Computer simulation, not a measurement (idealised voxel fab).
process module | voxel wiring stack
cross-section cut | 180 nm wide | cells 5 nm
A cross-section is a grid of square cells, given in bands from the top down. A band is one or more rows of cells.
Each band's line starts with the height of the band's top and of its bottom, in nm. Then come its materials from left to right, each with its width in nm. One material with "throughout" fills the band from edge to edge. "air" is empty space.
Height 0 is the level under which the wafer as received is all one material. The lowest band goes on downwards, as in "0 down".
A width such as "30 to 40" changes by the same amount from each row of cells to the next, from the band's top row to its bottom row.
"no change" after a step means that no cell of the cross-section changed.
closed voids: empty space of 8 cells or more with no open way to the top, each as width x height at its distance from the left edge, in nm
after a step's settings: what the simulator itself notes on the step
overlay nm, on a step with a mask: how far to the right of its planned place the mask lay; to the left if negative
plan
1 op RECEIVE | material Si
2 op CONFORMAL_DEP | material SiO2 | thk nm 15
3 op DIRECTIONAL_DEP | material TiN | thk nm 5
4 op DIRECTIONAL_DEP | material W | thk nm 20
5 op PATTERN | tone cover | mask id METAL_1 | material resist | width nm 20 | pitch nm 45 | thk nm 15 | overlay nm 0
6 op DIRECTIONAL_ETCH | etch materials W | depth nm 20
7 op DIRECTIONAL_ETCH | etch materials TiN | depth nm 5
8 op STRIP | etch materials resist
9 op CONFORMAL_DEP | material SiCN | thk nm 5
10 op FILL_DEP | material SiO2 | thk nm 5
11 op CMP | height nm 40
12 op CONFORMAL_DEP | material SiCN | thk nm 5
13 op DIRECTIONAL_DEP | material lowk | thk nm 25
14 op MASKED_ETCH | tone open | mask id METAL_2 | width nm 20 | pitch nm 45 | etch materials lowk | depth nm 15 | overlay nm 0
15 op PATTERN | tone open | mask id METAL_2_HOLES | material resist | width nm 15 | thk nm 20 | overlay nm 0
16 op DIRECTIONAL_ETCH | etch materials lowk | depth nm 10
17 op DIRECTIONAL_ETCH | etch materials SiCN | depth nm 5
18 op STRIP | etch materials resist
19 op CONFORMAL_DEP | material TiN | thk nm 5
20 op FILL_DEP | material Cu | thk nm 5
21 op CMP | height nm 70
22 op CONFORMAL_DEP | material SiN | thk nm 5
as received, after step 1
  0 down: Si throughout
  closed voids: none
first wafer at the end, as planned
  75 to 70: SiN throughout
  70 to 60: lowk 55 | TiN 5 | Cu 10 | TiN 5 | lowk 25 | TiN 5 | Cu 10 | TiN 5 | lowk 60
  60 to 55: lowk 55 | TiN 5 | Cu 5 | TiN 10 | lowk 25 | TiN 20 | lowk 60
  55 to 45: lowk 55 | TiN 5 | Cu 5 | TiN 5 | lowk 110
  45 to 40: SiCN 55 | TiN 15 | SiCN 110
  40 to 20: SiO2 50 | SiCN 5 | W 20 | SiCN 5 | SiO2 15 | SiCN 5 | W 20 | SiCN 5 | SiO2 55
  20 to 15: SiCN 55 | TiN 20 | SiCN 25 | TiN 20 | SiCN 60
  15 to 0: SiO2 throughout
  0 down: Si throughout
  closed voids: none
second wafer at the end: like start, like plan, one mistake
  75 to 70: SiN throughout
  70 to 65: Cu throughout
  65 to 60: TiN 60 | Cu 10 | TiN 35 | Cu 10 | TiN 65
  60 to 45: lowk 55 | TiN 5 | Cu 10 | TiN 5 | lowk 25 | TiN 5 | Cu 10 | TiN 5 | lowk 60
  45 to 40: SiCN 55 | TiN 20 | SiCN 25 | TiN 20 | SiCN 60
  40 to 20: SiO2 50 | SiCN 5 | W 20 | SiCN 5 | SiO2 15 | SiCN 5 | W 20 | SiCN 5 | SiO2 55
  20 to 15: SiCN 55 | TiN 20 | SiCN 25 | TiN 20 | SiCN 60
  15 to 0: SiO2 throughout
  0 down: Si throughout
  closed voids: none
what went wrong: step 15 was left out
at the end the second wafer has, in cells: 41 more of Cu | 5 fewer of SiCN | 30 more of TiN | 66 fewer of lowk
